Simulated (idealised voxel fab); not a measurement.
process module | voxel released beams
cross-section cut | 300 nm wide | cells 5 nm
A cross-section is a grid of square cells, given in bands from the top down. A band is one or more rows of cells.
Each band's line starts with the height of the band's top and of its bottom, in nm. Then come its materials from left to right, each with its width in nm. One material with "throughout" fills the band from edge to edge. "air" is empty space.
Height 0 is the level under which the wafer as received is all one material. The lowest band goes on downwards, as in "0 down".
A width such as "30 to 40" changes by the same amount from each row of cells to the next, from the band's top row to its bottom row.
"no change" after a step means that no cell of the cross-section changed.
closed voids: empty space of 8 cells or more with no open way to the top, each as width x height at its distance from the left edge, in nm
after a step's settings: what the simulator itself notes on the step
overlay nm, on a step with a mask: how far to the right of its planned place the mask lay; to the left if negative
plan
1 op RECEIVE | material Si
2 op CONFORMAL_DEP | material Al2O3 | thk nm 10
3 op DIRECTIONAL_DEP | material SiO2 | thk nm 10
4 op DIRECTIONAL_DEP | material aC | thk nm 10
5 op PATTERN | tone open | mask id ANCHOR | material resist | width nm 40 | thk nm 25 | overlay nm 0
6 op DIRECTIONAL_ETCH | etch materials aC | depth nm 10
7 op STRIP | etch materials resist
8 op DIRECTIONAL_ETCH | etch materials SiO2 | depth nm 10
9 op STRIP | etch materials aC
10 op CONFORMAL_DEP | material SiN | thk nm 15
11 op DIRECTIONAL_DEP | material aC | thk nm 15
12 op PATTERN | tone cover | mask id BEAM | material resist | width nm 100 | thk nm 30 | overlay nm 0
13 op DIRECTIONAL_ETCH | etch materials aC | depth nm 15
14 op STRIP | etch materials resist
15 op DIRECTIONAL_ETCH | etch materials SiN | depth nm 15
16 op STRIP | etch materials aC
17 op STRIP | etch materials SiO2
as received, after step 1
  0 down: Si throughout
  closed voids: none
a wafer at the end: this start, this plan, one mistake
  35 to 25: air 95 | SiN 10 | air 10 | SiN 80 | air 105
  25 to 20: air 95 | SiN 100 | air 105
  20 to 10: air 90 | SiN 40 | air 170
  10 to 0: Al2O3 throughout
  0 down: Si throughout
  closed voids: none
what went wrong: step 5 ran as: op PATTERN | tone open | mask id ANCHOR | material resist | width nm 40 | thk nm 25 | overlay nm -10
